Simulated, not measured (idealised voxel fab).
process module | voxel capacitor over wiring
cross-section cut | 245 nm wide | cells 5 nm
A cross-section is a grid of square cells, given in bands from the top down. A band is one or more rows of cells.
Each band's line starts with the height of the band's top and of its bottom, in nm. Then come its materials from left to right, each with its width in nm. One material with "throughout" fills the band from edge to edge. "air" is empty space.
Height 0 is the level under which the wafer as received is all one material. The lowest band goes on downwards, as in "0 down".
A width such as "30 to 40" changes by the same amount from each row of cells to the next, from the band's top row to its bottom row.
"no change" after a step means that no cell of the cross-section changed.
closed voids: empty space of 8 cells or more with no open way to the top, each as width x height at its distance from the left edge, in nm
after a step's settings: what the simulator itself notes on the step
overlay nm, on a step with a mask: how far to the right of its planned place the mask lay; to the left if negative
plan
1 op RECEIVE | material Si
2 op CONFORMAL_DEP | material SiO2 | thk nm 15
3 op CONFORMAL_DEP | material SiCN | thk nm 5
4 op DIRECTIONAL_DEP | material lowk | thk nm 25
5 op DIRECTIONAL_DEP | material aC | thk nm 15
6 op PATTERN | tone open | mask id METAL_1 | material resist | width nm 20 | pitch nm 90 | thk nm 35 | overlay nm 0
7 op DIRECTIONAL_ETCH | etch materials aC | depth nm 15
8 op STRIP | etch materials resist
9 op DIRECTIONAL_ETCH | etch materials lowk | depth nm 25
10 op DIRECTIONAL_ETCH | etch materials SiCN | depth nm 5
11 op STRIP | etch materials aC
12 op CONFORMAL_DEP | material TiN | thk nm 5
13 op FILL_DEP | material Cu | thk nm 5
14 op CMP | height nm 45
15 op EPI | material Ru | thk nm 5
16 op FILL_DEP | material SiCN | thk nm 5
17 op DIRECTIONAL_DEP | material SiO2 | thk nm 20
18 op PATTERN | tone open | mask id PLUG_1 | material resist | width nm 15 | thk nm 20 | overlay nm 0
19 op DIRECTIONAL_ETCH | etch materials SiO2 | depth nm 20
20 op DIRECTIONAL_ETCH | etch materials SiCN | depth nm 5
21 op STRIP | etch materials resist
22 op EPI | material Ru | thk nm 10
23 op EPI | material Ru | thk nm 10
24 op EPI | material Ru | thk nm 5
25 op DIRECTIONAL_DEP | material TiN | thk nm 5
26 op DIRECTIONAL_DEP | material Al2O3 | thk nm 5
27 op DIRECTIONAL_DEP | material TiN | thk nm 5
28 op MASKED_ETCH | tone cover | mask id UPPER_PLATE | width nm 75 | etch materials TiN | depth nm 5 | overlay nm 0
29 op MASKED_ETCH | tone cover | mask id UPPER_PLATE | width nm 75 | etch materials Al2O3 | depth nm 5 | overlay nm 0
30 op DIRECTIONAL_DEP | material aC | thk nm 15
31 op PATTERN | tone cover | mask id LOWER_PLATE | material resist | width nm 85 | thk nm 30 | overlay nm 0
32 op DIRECTIONAL_ETCH | etch materials aC | depth nm 15
33 op STRIP | etch materials resist
34 op DIRECTIONAL_ETCH | etch materials TiN | depth nm 5
35 op STRIP | etch materials aC
36 op FILL_DEP | material SiO2 | thk nm 20
37 op CMP | height nm 105
38 op DIRECTIONAL_DEP | material aC | thk nm 15
39 op PATTERN | tone open | mask id PLUG_2 | material resist | width nm 15 | thk nm 35 | overlay nm 0
40 op DIRECTIONAL_ETCH | etch materials aC | depth nm 15
41 op STRIP | etch materials resist
42 op DIRECTIONAL_ETCH | etch materials SiO2 | depth nm 15
43 op STRIP | etch materials aC
44 op CONFORMAL_DEP | material TiN | thk nm 5
45 op FILL_DEP | material Cu | thk nm 10
46 op CMP | height nm 105
47 op CONFORMAL_DEP | material SiN | thk nm 5
as received, after step 1
  0 down: Si throughout
  closed voids: none
first wafer at the end, as planned
  110 to 105: SiN throughout
  105 to 95: SiO2 80 | TiN 5 | Cu 5 | TiN 5 | SiO2 150
  95 to 85: SiO2 80 to 70 | TiN 15 to 75 | SiO2 150 to 100
  85 to 80: SiO2 70 | Al2O3 75 | SiO2 100
  80 to 75: SiO2 65 | TiN 85 | SiO2 95
  75 to 55: SiO2 70 | Ru 15 | SiO2 160
  55 to 50: SiCN 70 | Ru 15 | SiCN 160
  50 to 45: SiCN 60 | Ru 30 | SiCN 60 | Ru 30 | SiCN 65
  45 to 20: lowk 65 | TiN 5 | Cu 10 | TiN 5 | lowk 70 | TiN 5 | Cu 10 | TiN 5 | lowk 70
  20 to 15: SiCN 65 | TiN 20 | SiCN 70 | TiN 20 | SiCN 70
  15 to 0: SiO2 throughout
  0 down: Si throughout
  closed voids: none
second wafer at the end: like start, like plan, one mistake
  110 to 105: SiN throughout
  105 to 95: Cu 75 | TiN 5 | SiO2 15 | TiN 5 | Cu 145
  95 to 90: TiN 80 | SiO2 15 | TiN 150
  90 to 85: SiO2 70 | TiN 75 | SiO2 100
  85 to 80: SiO2 70 | Al2O3 75 | SiO2 100
  80 to 75: SiO2 65 | TiN 85 | SiO2 95
  75 to 55: SiO2 70 | Ru 15 | SiO2 160
  55 to 50: SiCN 70 | Ru 15 | SiCN 160
  50 to 45: SiCN 60 | Ru 30 | SiCN 60 | Ru 30 | SiCN 65
  45 to 20: lowk 65 | TiN 5 | Cu 10 | TiN 5 | lowk 70 | TiN 5 | Cu 10 | TiN 5 | lowk 70
  20 to 15: SiCN 65 | TiN 20 | SiCN 70 | TiN 20 | SiCN 70
  15 to 0: SiO2 throughout
  0 down: Si throughout
  closed voids: none
what went wrong: step 39 ran as: op PATTERN | tone cover | mask id PLUG_2 | material resist | width nm 15 | thk nm 35 | overlay nm 0
at the end the second wafer has, in cells: 86 more of Cu | 129 fewer of SiO2 | 43 more of TiN
